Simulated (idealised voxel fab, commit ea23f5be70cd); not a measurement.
Process module heading - voxel transistor to metal
It is cross-section cut that appears here, measuring 205 nm in width, its square cells being 5 nm in size.
Cross-sections here: square-cell grids, written as top-down lists of bands, a band being one or more rows of cells. What a band's entry tells you: where the top is and where the bottom is, as heights in nm, and after that what lies inside, material by material from left to right, each with its width in nm. Empty space is written as the word "empty", and a single material marked with the word "throughout" occupies the band from edge to edge. The level at which height equals 0 is the one under which the wafer, as it arrives, is entirely one material. No lower edge exists for the bottom band, which continues downward and is notated as in "0 and below". Graded width ("30..40"): value in top row of band = first number; value in bottom row = second number; row-to-row change constant. "all unchanged", as given for a step, is the statement that not any cell of the cross-section underwent a change during that step. So "Completely sealed voids" is basically the list of trapped voids: any empty space of 8 cells or more that can't reach the top through an opening. They're written width x height at distance, the distance being from the left edge, and it's all nm. That trailing text on a step's line, after the settings, is the simulator's own remark on the step. The setting "overlay nm" may be written on the line of a step. When the step uses a mask, the value reports how far to the right of the planned place the mask lay, and a negative value reports that it lay to the left. For the reader: what remains of this document is a series of pairs, each showing a cross-section before one process step and a cross-section after that step which reaches down only to the lowest band that changed, with the step between them and its settings set out under the pair. It should not be assumed that a pair continues from the pair above it; the pairs can come from different runs of this module on the same starting wafer, and such continuity exists only where the entry headed "Before processing step" says so.
-- Before processing step
    30 down to 25  empty 90; SiCN 20; empty 95
    25 down to 20  polySi 40; empty 50; SiCN 20; empty 50; polySi 45
    20 down to 5  polySi throughout
    5 down to 0  SiO2 40; polySi 120; SiO2 45
    0 down to -5  SiO2 throughout
    -5 down to -25  SiO2 45; Si 110; SiO2 50
    -25 and below  Si throughout
    Completely sealed voids: none
-- after
    30 down to 20  empty 90; SiCN 20; empty 95
    20 down to 5  empty 90; polySi 30; empty 85
    5 down to 0  SiO2 40; empty 50; polySi 30; empty 40; SiO2 45
    Under 0: no change, same as before.
    Completely sealed voids: none
Step between the cross-sections above: MASKED_ETCH with tone cover, mask id GATE, width nm 20, etch materials polySi, depth nm 30, overlay nm 10
Before processing step: we pick up right where the pair above leaves off, with its after cross-section.
-- after
    40 down to 30  empty 80; SiN 40; empty 85
    30 down to 20  empty 80; SiN 10; SiCN 20; SiN 20; empty 75
    20 down to 15  empty 80; SiN 10; polySi 30; SiN 10; empty 75
    15 down to 10  SiN 50; empty 30; SiN 10; polySi 30; SiN 10; empty 20; SiN 55
    10 down to 5  SiN 90; polySi 30; SiN 85
    5 down to 0  SiO2 40; SiN 50; polySi 30; SiN 40; SiO2 45
    Under 0: no change, same as before.
    Completely sealed voids: none
Step between the cross-sections above: CONFORMAL_DEP with material SiN, thk nm 10
Before processing step: we pick up right where the pair above leaves off, with its after cross-section.
-- after
    30 down to 20  empty 80; SiN 10; SiCN 20; SiN 10; empty 85
    20 down to 5  empty 80; SiN 10; polySi 30; SiN 10; empty 75
    5 down to 0  SiO2 40; SiN 10; empty 30; SiN 10; polySi 30; SiN 10; empty 20; SiN 10; SiO2 45
    Under 0: no change, same as before.
    Completely sealed voids: none
Step between the cross-sections above: DIRECTIONAL_ETCH with etch materials SiN, depth nm 10
Before processing step: we pick up right where the pair above leaves off, with its after cross-section.
-- after
    30 down to 20  empty 80; SiN 10; SiCN 20; SiN 10; empty 85
    20 down to 5  empty 80; SiN 10; polySi 30; SiN 10; empty 75
    5 down to 0  empty 40; SiN 10; empty 30; SiN 10; polySi 30; SiN 10; empty 20; SiN 10; empty 45
    0 down to -5  SiO2 50; empty 30; SiO2 50; empty 20; SiO2 55
    Under -5: no change, same as before.
    Completely sealed voids: none
Step between the cross-sections above: DIRECTIONAL_ETCH with etch materials SiO2, depth nm 5
Before processing step: we pick up right where the pair above leaves off, with its after cross-section.
-- after
    30 down to 20  empty 80; SiN 10; SiCN 20; SiN 10; empty 85
    20 down to 5  empty 80; SiN 10; polySi 30; SiN 10; empty 75
    5 down to 0  empty 40; SiN 10; empty 30; SiN 10; polySi 30; SiN 10; empty 20; SiN 10; empty 45
    0 down to -5  SiO2 50; empty 30; SiO2 50; empty 20; SiO2 55
    -5 down to -10  SiO2 45; Si 5; empty 30; Si 50; empty 20; Si 5; SiO2 50
    Under -10: no change, same as before.
    Completely sealed voids: none
Step between the cross-sections above: DIRECTIONAL_ETCH with etch materials Si, depth nm 5
Before processing step: we pick up right where the pair above leaves off, with its after cross-section.
-- after
    30 down to 20  empty 80; SiN 10; SiCN 20; SiN 10; empty 85
    20 down to 5  empty 80; SiN 10; polySi 30; SiN 10; empty 75
    5 down to 0  empty 40; SiN 10; empty 30; SiN 10; polySi 30; SiN 10; empty 20; SiN 10; empty 45
    0 down to -5  SiO2 50; SiGe 5; empty 20; SiGe 5; SiO2 50; SiGe 5; empty 10; SiGe 5; SiO2 55
    -5 down to -10  SiO2 45; Si 5; SiGe 30; Si 50; SiGe 20; Si 5; SiO2 50
    Under -10: no change, same as before.
    Completely sealed voids: none
Step between the cross-sections above: EPI with material SiGe, thk nm 5
Before processing step: we pick up right where the pair above leaves off, with its after cross-section.
-- after
    35 down to 30  SiO2 throughout
    30 down to 20  SiO2 80; SiN 10; SiCN 20; SiN 10; SiO2 85
    20 down to 5  SiO2 80; SiN 10; polySi 30; SiN 10; SiO2 75
    5 down to 0  SiO2 40; SiN 10; SiO2 30; SiN 10; polySi 30; SiN 10; SiO2 20; SiN 10; SiO2 45
    0 down to -5  SiO2 50; SiGe 5; SiO2 20; SiGe 5; SiO2 50; SiGe 5; SiO2 10; SiGe 5; SiO2 55
    Under -5: no change, same as before.
    Completely sealed voids: none
Step between the cross-sections above: FILL_DEP with material SiO2, thk nm 5
Before processing step: we pick up right where the pair above leaves off, with its after cross-section.
-- after
    30 down to 20  SiO2 80; SiN 10; SiCN 20; SiN 10; SiO2 85
    Under 20: no change, same as before.
    Completely sealed voids: none
Step between the cross-sections above: CMP with height nm 30
Before processing step: we pick up right where the pair above leaves off, with its after cross-section.
-- after
    45 down to 30  SiO2 throughout
    Under 30: no change, same as before.
    Completely sealed voids: none
Step between the cross-sections above: DIRECTIONAL_DEP with material SiO2, thk nm 15
Before processing step: we pick up right where the pair above leaves off, with its after cross-section.
-- after
    60 down to 45  resist 50; empty 20; resist 60; empty 20; resist 55
    Under 45: no change, same as before.
    Completely sealed voids: none
Step between the cross-sections above: PATTERN with tone open, mask id CONTACT, material resist, width nm 20, pitch nm 80, thk nm 15, overlay nm 0
Before processing step: we pick up right where the pair above leaves off, with its after cross-section.
-- after
    60 down to 45  resist 50; empty 20; resist 60; empty 20; resist 55
    45 down to 30  SiO2 50; empty 20; SiO2 60; empty 20; SiO2 55
    30 down to 20  SiO2 50; empty 20; SiO2 10; SiN 10; SiCN 20; SiN 10; SiO2 10; empty 20; SiO2 55
    20 down to 5  SiO2 50; empty 20; SiO2 10; SiN 10; polySi 30; SiN 10; empty 20; SiO2 55
    5 down to 0  SiO2 40; SiN 10; empty 20; SiO2 10; SiN 10; polySi 30; SiN 10; empty 20; SiN 10; SiO2 45
    0 down to -5  SiO2 50; SiGe 5; empty 15; SiO2 5; SiGe 5; SiO2 50; SiGe 5; empty 10; SiGe 5; SiO2 55
    Under -5: no change, same as before.
    Completely sealed voids: none
Step between the cross-sections above: DIRECTIONAL_ETCH with etch materials SiO2, depth nm 50
Before processing step: we pick up right where the pair above leaves off, with its after cross-section.
-- after
    45 down to 30  SiO2 50; empty 20; SiO2 60; empty 20; SiO2 55
    Under 30: no change, same as before.
    Completely sealed voids: none
Step between the cross-sections above: STRIP with etch materials resist
Before processing step: we pick up right where the pair above leaves off, with its after cross-section.
-- after
    50 down to 45  TiN 55; empty 10; TiN 70; empty 10; TiN 60
    45 down to 30  SiO2 50; TiN 5; empty 10; TiN 5; SiO2 60; TiN 5; empty 10; TiN 5; SiO2 55
    30 down to 20  SiO2 50; TiN 5; empty 10; TiN 5; SiO2 10; SiN 10; SiCN 20; SiN 10; SiO2 10; TiN 5; empty 10; TiN 5; SiO2 55
    20 down to 5  SiO2 50; TiN 5; empty 10; TiN 5; SiO2 10; SiN 10; polySi 30; SiN 10; TiN 5; empty 10; TiN 5; SiO2 55
    5 down to 0  SiO2 40; SiN 10; TiN 10; empty 5; TiN 5; SiO2 10; SiN 10; polySi 30; SiN 10; TiN 20; SiN 10; SiO2 45
    0 down to -5  SiO2 50; SiGe 5; TiN 15; SiO2 5; SiGe 5; SiO2 50; SiGe 5; TiN 10; SiGe 5; SiO2 55
    Under -5: no change, same as before.
    Completely sealed voids: none
Step between the cross-sections above: CONFORMAL_DEP with material TiN, thk nm 5
Before processing step: we pick up right where the pair above leaves off, with its after cross-section.
-- after
    55 down to 50  W throughout
    50 down to 45  TiN 55; W 10; TiN 70; W 10; TiN 60
    45 down to 30  SiO2 50; TiN 5; W 10; TiN 5; SiO2 60; TiN 5; W 10; TiN 5; SiO2 55
    30 down to 20  SiO2 50; TiN 5; W 10; TiN 5; SiO2 10; SiN 10; SiCN 20; SiN 10; SiO2 10; TiN 5; W 10; TiN 5; SiO2 55
    20 down to 5  SiO2 50; TiN 5; W 10; TiN 5; SiO2 10; SiN 10; polySi 30; SiN 10; TiN 5; W 10; TiN 5; SiO2 55
    5 down to 0  SiO2 40; SiN 10; TiN 10; W 5; TiN 5; SiO2 10; SiN 10; polySi 30; SiN 10; TiN 20; SiN 10; SiO2 45
    Under 0: no change, same as before.
    Completely sealed voids: none
Step between the cross-sections above: FILL_DEP with material W, thk nm 5
Before processing step: we pick up right where the pair above leaves off, with its after cross-section.
-- after
    45 down to 30  SiO2 50; TiN 5; W 10; TiN 5; SiO2 60; TiN 5; W 10; TiN 5; SiO2 55
    Under 30: no change, same as before.
    Completely sealed voids: none
Step between the cross-sections above: CMP with height nm 45
Before processing step: we pick up right where the pair above leaves off, with its after cross-section.
-- after
    50 down to 45  SiCN throughout
    Under 45: no change, same as before.
    Completely sealed voids: none
Step between the cross-sections above: CONFORMAL_DEP with material SiCN, thk nm 5
Before processing step: we pick up right where the pair above leaves off, with its after cross-section.
-- after
    75 down to 50  lowk throughout
    Under 50: no change, same as before.
    Completely sealed voids: none
Step between the cross-sections above: DIRECTIONAL_DEP with material lowk, thk nm 25
Before processing step: we pick up right where the pair above leaves off, with its after cross-section.
-- after
    75 down to 50  lowk 50; empty 20; lowk 60; empty 20; lowk 55
    Under 50: no change, same as before.
    Completely sealed voids: none
Step between the cross-sections above: MASKED_ETCH with tone open, mask id METAL_1, width nm 20, pitch nm 80, etch materials lowk, depth nm 25, overlay nm 0
Before processing step: we pick up right where the pair above leaves off, with its after cross-section.
-- after
    75 down to 50  lowk 50; empty 20; lowk 60; empty 20; lowk 55
    50 down to 45  SiCN 50; empty 20; SiCN 60; empty 20; SiCN 55
    Under 45: no change, same as before.
    Completely sealed voids: none
Step between the cross-sections above: MASKED_ETCH with tone open, mask id METAL_1, width nm 20, pitch nm 80, etch materials SiCN, depth nm 5, overlay nm 0
Before processing step: we pick up right where the pair above leaves off, with its after cross-section.
-- after
    80 down to 75  TiN 55; empty 10; TiN 70; empty 10; TiN 60
    75 down to 50  lowk 50; TiN 5; empty 10; TiN 5; lowk 60; TiN 5; empty 10; TiN 5; lowk 55
    50 down to 45  SiCN 50; TiN 20; SiCN 60; TiN 20; SiCN 55
    Under 45: no change, same as before.
    Completely sealed voids: none
Step between the cross-sections above: CONFORMAL_DEP with material TiN, thk nm 5
Before processing step: we pick up right where the pair above leaves off, with its after cross-section.
-- after
    90 down to 80  Cu throughout
    80 down to 75  TiN 55; Cu 10; TiN 70; Cu 10; TiN 60
    75 down to 50  lowk 50; TiN 5; Cu 10; TiN 5; lowk 60; TiN 5; Cu 10; TiN 5; lowk 55
    Under 50: no change, same as before.
    Completely sealed voids: none
Step between the cross-sections above: FILL_DEP with material Cu, thk nm 10
Before processing step: we pick up right where the pair above leaves off, with its after cross-section.
-- after
    75 down to 50  lowk 50; TiN 5; Cu 10; TiN 5; lowk 60; TiN 5; Cu 10; TiN 5; lowk 55
    Under 50: no change, same as before.
    Completely sealed voids: none
Step between the cross-sections above: CMP with height nm 75
Before processing step: we pick up right where the pair above leaves off, with its after cross-section.
-- after
    80 down to 75  SiCN throughout
    Under 75: no change, same as before.
    Completely sealed voids: none
Step between the cross-sections above: CONFORMAL_DEP with material SiCN, thk nm 5
Before processing step: we pick up right where the pair above leaves off, with its after cross-section.
-- after
    110 down to 80  SiO2 throughout
    Under 80: no change, same as before.
    Completely sealed voids: none
Step between the cross-sections above: DIRECTIONAL_DEP with material SiO2, thk nm 30
Before processing step: we pick up right where the pair above leaves off, with its after cross-section.
-- after
    110 down to 95  SiO2 50; empty 20; SiO2 60; empty 20; SiO2 55
    Under 95: no change, same as before.
    Completely sealed voids: none
Step between the cross-sections above: MASKED_ETCH with tone open, mask id METAL_2, width nm 20, pitch nm 80, etch materials SiO2, depth nm 15, overlay nm 0
Before processing step: we pick up right where the pair above leaves off, with its after cross-section.
-- after
    110 down to 95  SiO2 50; empty 20; SiO2 60; empty 20; SiO2 55
    95 down to 80  SiO2 50; empty 15; SiO2 65; empty 15; SiO2 60
    Under 80: no change, same as before.
    Completely sealed voids: none
Step between the cross-sections above: MASKED_ETCH with tone open, mask id METAL_2_HOLES, width nm 15, pitch nm 80, etch materials SiO2, depth nm 15, overlay nm 0
Before processing step: we pick up right where the pair above leaves off, with its after cross-section.
-- after
    110 down to 95  SiO2 50; empty 20; SiO2 60; empty 20; SiO2 55
    95 down to 80  SiO2 50; empty 15; SiO2 65; empty 15; SiO2 60
    80 down to 75  SiCN 50; empty 15; SiCN 65; empty 15; SiCN 60
    Under 75: no change, same as before.
    Completely sealed voids: none
Step between the cross-sections above: MASKED_ETCH with tone open, mask id METAL_2_HOLES, width nm 15, pitch nm 80, etch materials SiCN, depth nm 5, overlay nm 0
Before processing step: we pick up right where the pair above leaves off, with its after cross-section.
-- after
    115 down to 110  TiN 55; empty 10; TiN 70; empty 10; TiN 60
    110 down to 100  SiO2 50; TiN 5; empty 10; TiN 5; SiO2 60; TiN 5; empty 10; TiN 5; SiO2 55
    100 down to 95  SiO2 50; TiN 5; empty 5; TiN 10; SiO2 60; TiN 5; empty 5; TiN 10; SiO2 55
    95 down to 80  SiO2 50; TiN 5; empty 5; TiN 5; SiO2 65; TiN 5; empty 5; TiN 5; SiO2 60
    80 down to 75  SiCN 50; TiN 15; SiCN 65; TiN 15; SiCN 60
    Under 75: no change, same as before.
    Completely sealed voids: none
Step between the cross-sections above: CONFORMAL_DEP with material TiN, thk nm 5
Before processing step: we pick up right where the pair above leaves off, with its after cross-section.
-- after
    125 down to 115  Cu throughout
    115 down to 110  TiN 55; Cu 10; TiN 70; Cu 10; TiN 60
    110 down to 100  SiO2 50; TiN 5; Cu 10; TiN 5; SiO2 60; TiN 5; Cu 10; TiN 5; SiO2 55
    100 down to 95  SiO2 50; TiN 5; Cu 5; TiN 10; SiO2 60; TiN 5; Cu 5; TiN 10; SiO2 55
    95 down to 80  SiO2 50; TiN 5; Cu 5; TiN 5; SiO2 65; TiN 5; Cu 5; TiN 5; SiO2 60
    Under 80: no change, same as before.
    Completely sealed voids: none
Step between the cross-sections above: FILL_DEP with material Cu, thk nm 10
Before processing step: we pick up right where the pair above leaves off, with its after cross-section.
-- after
    110 down to 100  SiO2 50; TiN 5; Cu 10; TiN 5; SiO2 60; TiN 5; Cu 10; TiN 5; SiO2 55
    Under 100: no change, same as before.
    Completely sealed voids: none
Step between the cross-sections above: CMP with height nm 110
Before processing step: we pick up right where the pair above leaves off, with its after cross-section.
-- after
    115 down to 110  SiCN throughout
    Under 110: no change, same as before.
    Completely sealed voids: none
Step between the cross-sections above: CONFORMAL_DEP with material SiCN, thk nm 5
-- Before processing step
    80 down to 75  TiN 55; empty 10; TiN 70; empty 10; TiN 60
    75 down to 50  lowk 50; TiN 5; empty 10; TiN 5; lowk 60; TiN 5; empty 10; TiN 5; lowk 55
    50 down to 45  SiCN 50; TiN 20; SiCN 60; TiN 20; SiCN 55
    45 down to 30  SiO2 50; TiN 5; W 10; TiN 5; SiO2 60; TiN 5; W 10; TiN 5; SiO2 55
    30 down to 20  SiO2 50; TiN 5; W 10; TiN 5; SiO2 10; SiN 10; SiCN 20; SiN 10; SiO2 10; TiN 5; W 10; TiN 5; SiO2 55
    20 down to 5  SiO2 50; TiN 5; W 10; TiN 5; SiO2 10; SiN 10; polySi 20; SiN 10; SiO2 10; TiN 5; W 10; TiN 5; SiO2 55
    5 down to 0  SiO2 40; SiN 10; TiN 10; W 5; TiN 5; SiO2 10; SiN 10; polySi 20; SiN 10; SiO2 10; TiN 5; W 5; TiN 10; SiN 10; SiO2 45
    0 down to -5  SiO2 50; SiGe 5; TiN 15; SiO2 5; SiGe 5; SiO2 40; SiGe 5; SiO2 5; TiN 15; SiGe 5; SiO2 55
    -5 down to -10  SiO2 45; Si 5; SiGe 30; Si 40; SiGe 30; Si 5; SiO2 50
    -10 down to -25  SiO2 45; Si 110; SiO2 50
    -25 and below  Si throughout
    Completely sealed voids: none
-- after
    90 down to 80  W throughout
    80 down to 75  TiN 55; W 10; TiN 70; W 10; TiN 60
    75 down to 50  lowk 50; TiN 5; W 10; TiN 5; lowk 60; TiN 5; W 10; TiN 5; lowk 55
    Under 50: no change, same as before.
    Completely sealed voids: none
Step between the cross-sections above: FILL_DEP with material W, thk nm 10
Before processing step: we pick up right where the pair above leaves off, with its after cross-section.
-- after
    75 down to 50  lowk 50; TiN 5; W 10; TiN 5; lowk 60; TiN 5; W 10; TiN 5; lowk 55
    Under 50: no change, same as before.
    Completely sealed voids: none
Step between the cross-sections above: CMP with height nm 75
Before processing step: we pick up right where the pair above leaves off, with its after cross-section.
-- after
    80 down to 75  SiCN throughout
    Under 75: no change, same as before.
    Completely sealed voids: none
Step between the cross-sections above: CONFORMAL_DEP with material SiCN, thk nm 5
Before processing step: we pick up right where the pair above leaves off, with its after cross-section.
-- after
    110 down to 80  SiO2 throughout
    Under 80: no change, same as before.
    Completely sealed voids: none
Step between the cross-sections above: DIRECTIONAL_DEP with material SiO2, thk nm 30
Before processing step: we pick up right where the pair above leaves off, with its after cross-section.
-- after
    110 down to 95  SiO2 50; empty 20; SiO2 60; empty 20; SiO2 55
    Under 95: no change, same as before.
    Completely sealed voids: none
Step between the cross-sections above: MASKED_ETCH with tone open, mask id METAL_2, width nm 20, pitch nm 80, etch materials SiO2, depth nm 15, overlay nm 0
Before processing step: we pick up right where the pair above leaves off, with its after cross-section.
-- after
    110 down to 95  SiO2 50; empty 20; SiO2 60; empty 20; SiO2 55
    95 down to 80  SiO2 50; empty 15; SiO2 65; empty 15; SiO2 60
    Under 80: no change, same as before.
    Completely sealed voids: none
Step between the cross-sections above: MASKED_ETCH with tone open, mask id METAL_2_HOLES, width nm 15, pitch nm 80, etch materials SiO2, depth nm 15, overlay nm 0
Before processing step: we pick up right where the pair above leaves off, with its after cross-section.
-- after
    110 down to 95  SiO2 50; empty 20; SiO2 60; empty 20; SiO2 55
    95 down to 80  SiO2 50; empty 15; SiO2 65; empty 15; SiO2 60
    80 down to 75  SiCN 50; empty 15; SiCN 65; empty 15; SiCN 60
    Under 75: no change, same as before.
    Completely sealed voids: none
Step between the cross-sections above: MASKED_ETCH with tone open, mask id METAL_2_HOLES, width nm 15, pitch nm 80, etch materials SiCN, depth nm 5, overlay nm 0
Before processing step: we pick up right where the pair above leaves off, with its after cross-section.
-- after
    115 down to 110  TiN 55; empty 10; TiN 70; empty 10; TiN 60
    110 down to 100  SiO2 50; TiN 5; empty 10; TiN 5; SiO2 60; TiN 5; empty 10; TiN 5; SiO2 55
    100 down to 95  SiO2 50; TiN 5; empty 5; TiN 10; SiO2 60; TiN 5; empty 5; TiN 10; SiO2 55
    95 down to 80  SiO2 50; TiN 5; empty 5; TiN 5; SiO2 65; TiN 5; empty 5; TiN 5; SiO2 60
    80 down to 75  SiCN 50; TiN 15; SiCN 65; TiN 15; SiCN 60
    Under 75: no change, same as before.
    Completely sealed voids: none
Step between the cross-sections above: CONFORMAL_DEP with material TiN, thk nm 5
Before processing step: we pick up right where the pair above leaves off, with its after cross-section.
-- after
    125 down to 115  Cu throughout
    115 down to 110  TiN 55; Cu 10; TiN 70; Cu 10; TiN 60
    110 down to 100  SiO2 50; TiN 5; Cu 10; TiN 5; SiO2 60; TiN 5; Cu 10; TiN 5; SiO2 55
    100 down to 95  SiO2 50; TiN 5; Cu 5; TiN 10; SiO2 60; TiN 5; Cu 5; TiN 10; SiO2 55
    95 down to 80  SiO2 50; TiN 5; Cu 5; TiN 5; SiO2 65; TiN 5; Cu 5; TiN 5; SiO2 60
    Under 80: no change, same as before.
    Completely sealed voids: none
Step between the cross-sections above: FILL_DEP with material Cu, thk nm 10
Before processing step: we pick up right where the pair above leaves off, with its after cross-section.
-- after
    110 down to 100  SiO2 50; TiN 5; Cu 10; TiN 5; SiO2 60; TiN 5; Cu 10; TiN 5; SiO2 55
    Under 100: no change, same as before.
    Completely sealed voids: none
Step between the cross-sections above: CMP with height nm 110
Before processing step: we pick up right where the pair above leaves off, with its after cross-section.
-- after
    115 down to 110  SiCN throughout
    Under 110: no change, same as before.
    Completely sealed voids: none
Step between the cross-sections above: CONFORMAL_DEP with material SiCN, thk nm 5
-- Before processing step
    45 down to 30  SiO2 throughout
    30 down to 20  SiO2 80; SiN 10; SiCN 20; SiN 10; SiO2 85
    20 down to 5  SiO2 80; SiN 10; polySi 20; SiN 10; SiO2 85
    5 down to 0  SiO2 40; SiN 10; SiO2 30; SiN 10; polySi 20; SiN 10; SiO2 30; SiN 10; SiO2 45
    0 down to -5  SiO2 50; SiGe 5; SiO2 20; SiGe 5; SiO2 40; SiGe 5; SiO2 20; SiGe 5; SiO2 55
    -5 down to -10  SiO2 45; Si 5; SiGe 30; Si 40; SiGe 30; Si 5; SiO2 50
    -10 down to -25  SiO2 45; Si 110; SiO2 50
    -25 and below  Si throughout
    Completely sealed voids: none
-- after
    60 down to 45  empty 50; resist 20; empty 60; resist 20; empty 55
    Under 45: no change, same as before.
    Completely sealed voids: none
Step between the cross-sections above: PATTERN with tone cover, mask id CONTACT, material resist, width nm 20, pitch nm 80, thk nm 15, overlay nm 0
Before processing step: we pick up right where the pair above leaves off, with its after cross-section.
-- after
    60 down to 45  empty 50; resist 20; empty 60; resist 20; empty 55
    45 down to 30  empty 50; SiO2 20; empty 60; SiO2 20; empty 55
    30 down to 20  empty 50; SiO2 20; empty 10; SiN 10; SiCN 20; SiN 10; empty 10; SiO2 20; empty 55
    20 down to 5  empty 50; SiO2 20; empty 10; SiN 10; polySi 20; SiN 10; empty 10; SiO2 20; empty 55
    5 down to 0  empty 40; SiN 10; SiO2 20; empty 10; SiN 10; polySi 20; SiN 10; empty 10; SiO2 20; SiN 10; empty 45
    0 down to -5  empty 40; SiO2 10; SiGe 5; SiO2 15; empty 5; SiGe 5; SiO2 40; SiGe 5; empty 5; SiO2 15; SiGe 5; SiO2 10; empty 45
    Under -5: no change, same as before.
    Completely sealed voids: none
Step between the cross-sections above: DIRECTIONAL_ETCH with etch materials SiO2, depth nm 50
Before processing step: we pick up right where the pair above leaves off, with its after cross-section.
-- after
    45 down to 30  empty 50; SiO2 20; empty 60; SiO2 20; empty 55
    Under 30: no change, same as before.
    Completely sealed voids: none
Step between the cross-sections above: STRIP with etch materials resist
Before processing step: we pick up right where the pair above leaves off, with its after cross-section.
-- after
    50 down to 45  empty 45; TiN 30; empty 50; TiN 30; empty 50
    45 down to 35  empty 45; TiN 5; SiO2 20; TiN 5; empty 50; TiN 5; SiO2 20; TiN 5; empty 50
    35 down to 30  empty 45; TiN 5; SiO2 20; TiN 60; SiO2 20; TiN 5; empty 50
    30 down to 20  empty 45; TiN 5; SiO2 20; TiN 10; SiN 10; SiCN 20; SiN 10; TiN 10; SiO2 20; TiN 5; empty 50
    20 down to 10  empty 45; TiN 5; SiO2 20; TiN 10; SiN 10; polySi 20; SiN 10; TiN 10; SiO2 20; TiN 5; empty 50
    10 down to 5  empty 35; TiN 15; SiO2 20; TiN 10; SiN 10; polySi 20; SiN 10; TiN 10; SiO2 20; TiN 15; empty 40
    5 down to 0  empty 35; TiN 5; SiN 10; SiO2 20; TiN 10; SiN 10; polySi 20; SiN 10; TiN 10; SiO2 20; SiN 10; TiN 5; empty 40
    0 down to -5  TiN 40; SiO2 10; SiGe 5; SiO2 15; TiN 5; SiGe 5; SiO2 40; SiGe 5; TiN 5; SiO2 15; SiGe 5; SiO2 10; TiN 45
    Under -5: no change, same as before.
    Completely sealed voids: none
Step between the cross-sections above: CONFORMAL_DEP with material TiN, thk nm 5
Before processing step: we pick up right where the pair above leaves off, with its after cross-section.
-- after
    55 down to 50  W throughout
    50 down to 45  W 45; TiN 30; W 50; TiN 30; W 50
    45 down to 35  W 45; TiN 5; SiO2 20; TiN 5; W 50; TiN 5; SiO2 20; TiN 5; W 50
    35 down to 30  W 45; TiN 5; SiO2 20; TiN 60; SiO2 20; TiN 5; W 50
    30 down to 20  W 45; TiN 5; SiO2 20; TiN 10; SiN 10; SiCN 20; SiN 10; TiN 10; SiO2 20; TiN 5; W 50
    20 down to 10  W 45; TiN 5; SiO2 20; TiN 10; SiN 10; polySi 20; SiN 10; TiN 10; SiO2 20; TiN 5; W 50
    10 down to 5  W 35; TiN 15; SiO2 20; TiN 10; SiN 10; polySi 20; SiN 10; TiN 10; SiO2 20; TiN 15; W 40
    5 down to 0  W 35; TiN 5; SiN 10; SiO2 20; TiN 10; SiN 10; polySi 20; SiN 10; TiN 10; SiO2 20; SiN 10; TiN 5; W 40
    Under 0: no change, same as before.
    Completely sealed voids: none
Step between the cross-sections above: FILL_DEP with material W, thk nm 5
Before processing step: we pick up right where the pair above leaves off, with its after cross-section.
-- after
    45 down to 35  W 45; TiN 5; SiO2 20; TiN 5; W 50; TiN 5; SiO2 20; TiN 5; W 50
    Under 35: no change, same as before.
    Completely sealed voids: none
Step between the cross-sections above: CMP with height nm 45
Before processing step: we pick up right where the pair above leaves off, with its after cross-section.
-- after
    50 down to 45  SiCN throughout
    Under 45: no change, same as before.
    Completely sealed voids: none
Step between the cross-sections above: CONFORMAL_DEP with material SiCN, thk nm 5
Before processing step: we pick up right where the pair above leaves off, with its after cross-section.
-- after
    75 down to 50  lowk throughout
    Under 50: no change, same as before.
    Completely sealed voids: none
Step between the cross-sections above: DIRECTIONAL_DEP with material lowk, thk nm 25
Before processing step: we pick up right where the pair above leaves off, with its after cross-section.
-- after
    75 down to 50  lowk 50; empty 20; lowk 60; empty 20; lowk 55
    Under 50: no change, same as before.
    Completely sealed voids: none
Step between the cross-sections above: MASKED_ETCH with tone open, mask id METAL_1, width nm 20, pitch nm 80, etch materials lowk, depth nm 25, overlay nm 0
Before processing step: we pick up right where the pair above leaves off, with its after cross-section.
-- after
    75 down to 50  lowk 50; empty 20; lowk 60; empty 20; lowk 55
    50 down to 45  SiCN 50; empty 20; SiCN 60; empty 20; SiCN 55
    Under 45: no change, same as before.
    Completely sealed voids: none
Step between the cross-sections above: MASKED_ETCH with tone open, mask id METAL_1, width nm 20, pitch nm 80, etch materials SiCN, depth nm 5, overlay nm 0
Before processing step: we pick up right where the pair above leaves off, with its after cross-section.
-- after
    80 down to 75  TiN 55; empty 10; TiN 70; empty 10; TiN 60
    75 down to 50  lowk 50; TiN 5; empty 10; TiN 5; lowk 60; TiN 5; empty 10; TiN 5; lowk 55
    50 down to 45  SiCN 50; TiN 20; SiCN 60; TiN 20; SiCN 55
    Under 45: no change, same as before.
    Completely sealed voids: none
Step between the cross-sections above: CONFORMAL_DEP with material TiN, thk nm 5
Before processing step: we pick up right where the pair above leaves off, with its after cross-section.
-- after
    90 down to 80  Cu throughout
    80 down to 75  TiN 55; Cu 10; TiN 70; Cu 10; TiN 60
    75 down to 50  lowk 50; TiN 5; Cu 10; TiN 5; lowk 60; TiN 5; Cu 10; TiN 5; lowk 55
    Under 50: no change, same as before.
    Completely sealed voids: none
Step between the cross-sections above: FILL_DEP with material Cu, thk nm 10
Before processing step: we pick up right where the pair above leaves off, with its after cross-section.
-- after
    75 down to 50  lowk 50; TiN 5; Cu 10; TiN 5; lowk 60; TiN 5; Cu 10; TiN 5; lowk 55
    Under 50: no change, same as before.
    Completely sealed voids: none
Step between the cross-sections above: CMP with height nm 75
Before processing step: we pick up right where the pair above leaves off, with its after cross-section.
-- after
    80 down to 75  SiCN throughout
    Under 75: no change, same as before.
    Completely sealed voids: none
Step between the cross-sections above: CONFORMAL_DEP with material SiCN, thk nm 5
Before processing step: we pick up right where the pair above leaves off, with its after cross-section.
-- after
    110 down to 80  SiO2 throughout
    Under 80: no change, same as before.
    Completely sealed voids: none
Step between the cross-sections above: DIRECTIONAL_DEP with material SiO2, thk nm 30
Before processing step: we pick up right where the pair above leaves off, with its after cross-section.
-- after
    110 down to 95  SiO2 50; empty 20; SiO2 60; empty 20; SiO2 55
    Under 95: no change, same as before.
    Completely sealed voids: none
Step between the cross-sections above: MASKED_ETCH with tone open, mask id METAL_2, width nm 20, pitch nm 80, etch materials SiO2, depth nm 15, overlay nm 0
Before processing step: we pick up right where the pair above leaves off, with its after cross-section.
-- after
    110 down to 95  SiO2 50; empty 20; SiO2 60; empty 20; SiO2 55
    95 down to 80  SiO2 50; empty 15; SiO2 65; empty 15; SiO2 60
    Under 80: no change, same as before.
    Completely sealed voids: none
Step between the cross-sections above: MASKED_ETCH with tone open, mask id METAL_2_HOLES, width nm 15, pitch nm 80, etch materials SiO2, depth nm 15, overlay nm 0
Before processing step: we pick up right where the pair above leaves off, with its after cross-section.
-- after
    110 down to 95  SiO2 50; empty 20; SiO2 60; empty 20; SiO2 55
    95 down to 80  SiO2 50; empty 15; SiO2 65; empty 15; SiO2 60
    80 down to 75  SiCN 50; empty 15; SiCN 65; empty 15; SiCN 60
    Under 75: no change, same as before.
    Completely sealed voids: none
Step between the cross-sections above: MASKED_ETCH with tone open, mask id METAL_2_HOLES, width nm 15, pitch nm 80, etch materials SiCN, depth nm 5, overlay nm 0
